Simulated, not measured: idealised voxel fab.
The following is a process module called voxel capacitor over wiring.
FYI the section here is cut, 260 nm wide, cells are 5 nm squares.
Just so we're on the same page, the cross-sections are grids of square cells, and they're listed out in bands top to bottom, each band one or more rows deep. Heights first: top, then bottom, in nm. Then materials, left to right, each with a width in nm. "throughout" on a single material: fills the band edge to edge. "air": empty space. Counting heights begins at 0, where everything beneath is, in the wafer as received, one material. The lowest band has no bottom; it goes on downwards, as "0 nm and below" shows. A two-number width, for instance "30 to 40", indicates that the width is equal to the first number in the top row of the band and to the second number in the bottom row, and that it changes by a constant amount per row of cells. For the purposes of this document, the phrase "changes: none" attached to a step denotes that no cell within the cross-section was modified by that step. Closed empty spaces (no open way to the top) of 8 cells or more are what "Catalogued sealed voids" lists, each as width x height at distance from the left edge, nm for all three. Formally, on a step line, whatever follows the settings is a remark that the simulator itself makes on the step. overlay nm: step with mask; distance mask lay right of planned place; negative value = left of planned place.

LIST OF PLANNED PROCESS STEPS
1 RECEIVE (material Si)
2 CONFORMAL_DEP (material SiO2; thk nm 10)
3 CONFORMAL_DEP (material SiN; thk nm 5)
4 DIRECTIONAL_DEP (material lowk; thk nm 25)
5 DIRECTIONAL_DEP (material aC; thk nm 15)
6 PATTERN (tone open; mask id METAL_1; material resist; width nm 20; pitch nm 80; thk nm 30; overlay nm 0)
7 DIRECTIONAL_ETCH (etch materials aC; depth nm 15)
8 STRIP (etch materials resist)
9 DIRECTIONAL_ETCH (etch materials lowk; depth nm 25)
10 DIRECTIONAL_ETCH (etch materials SiN; depth nm 5)
11 STRIP (etch materials aC)
12 CONFORMAL_DEP (material TiN; thk nm 5)
13 FILL_DEP (material Cu; thk nm 5)
14 CMP (height nm 40)
15 CONFORMAL_DEP (material SiCN; thk nm 5)
16 DIRECTIONAL_DEP (material SiO2; thk nm 20)
17 PATTERN (tone open; mask id PLUG_1; material resist; width nm 15; thk nm 20; overlay nm 0)
18 DIRECTIONAL_ETCH (etch materials SiO2; depth nm 20)
19 DIRECTIONAL_ETCH (etch materials SiCN; depth nm 5)
20 STRIP (etch materials resist)
21 EPI (material Ru; thk nm 10)
22 EPI (material Ru; thk nm 10)
23 EPI (material Ru; thk nm 5)
24 DIRECTIONAL_DEP (material TiN; thk nm 5)
25 DIRECTIONAL_DEP (material Al2O3; thk nm 5)
26 DIRECTIONAL_DEP (material TiN; thk nm 5)
27 PATTERN (tone cover; mask id UPPER_PLATE; material resist; width nm 65; thk nm 20; overlay nm 0)
28 DIRECTIONAL_ETCH (etch materials TiN; depth nm 5)
29 DIRECTIONAL_ETCH (etch materials Al2O3; depth nm 5)
30 STRIP (etch materials resist)
31 DIRECTIONAL_DEP (material aC; thk nm 10)
32 PATTERN (tone cover; mask id LOWER_PLATE; material resist; width nm 75; thk nm 25; overlay nm 0)
33 DIRECTIONAL_ETCH (etch materials aC; depth nm 10)
34 STRIP (etch materials resist)
35 DIRECTIONAL_ETCH (etch materials TiN; depth nm 5)
36 STRIP (etch materials aC)
37 FILL_DEP (material SiO2; thk nm 20)
38 CMP (height nm 95)
39 DIRECTIONAL_DEP (material aC; thk nm 15)
40 PATTERN (tone open; mask id PLUG_2; material resist; width nm 15; thk nm 30; overlay nm 0)
41 DIRECTIONAL_ETCH (etch materials aC; depth nm 15)
42 STRIP (etch materials resist)
43 DIRECTIONAL_ETCH (etch materials SiO2; depth nm 15)
44 STRIP (etch materials aC)
45 CONFORMAL_DEP (material TiN; thk nm 5)
46 FILL_DEP (material Cu; thk nm 10)
47 CMP (height nm 95)
48 CONFORMAL_DEP (material SiN; thk nm 5)

DELIVERED WAFER IN CROSS-SECTION: STATE AFTER STEP 1
0 nm and below | Si throughout
Catalogued sealed voids: none

WAFER CROSS-SECTION AT END OF MODULE: START AND PLAN AS SHOWN ABOVE, ONE EXECUTION ERROR
100 nm to 95 nm | SiN throughout
95 nm to 85 nm | 95 SiO2; 5 TiN; 5 Cu; 5 TiN; 150 SiO2
85 nm to 75 nm | 95 to 85 SiO2; 15 to 25 TiN; 150 SiO2
75 nm to 70 nm | 85 SiO2; 25 Al2O3; 150 SiO2
70 nm to 65 nm | 80 SiO2; 70 TiN; 110 SiO2
65 nm to 60 nm | 75 SiO2; 35 Ru; 40 Al2O3; 110 SiO2
60 nm to 55 nm | 75 SiO2; 35 Ru; 45 TiN; 105 SiO2
55 nm to 45 nm | 85 SiO2; 15 Ru; 160 SiO2
45 nm to 40 nm | 85 SiCN; 15 Ru; 160 SiCN
40 nm to 15 nm | 80 lowk; 5 TiN; 10 Cu; 5 TiN; 60 lowk; 5 TiN; 10 Cu; 5 TiN; 80 lowk
15 nm to 10 nm | 80 SiN; 20 TiN; 60 SiN; 20 TiN; 80 SiN
10 nm to 0 nm | SiO2 throughout
0 nm and below | Si throughout
Catalogued sealed voids: none
Finding, execution versus plan: step 16 changed vs plan, executed as DIRECTIONAL_DEP (material SiO2; thk nm 10)
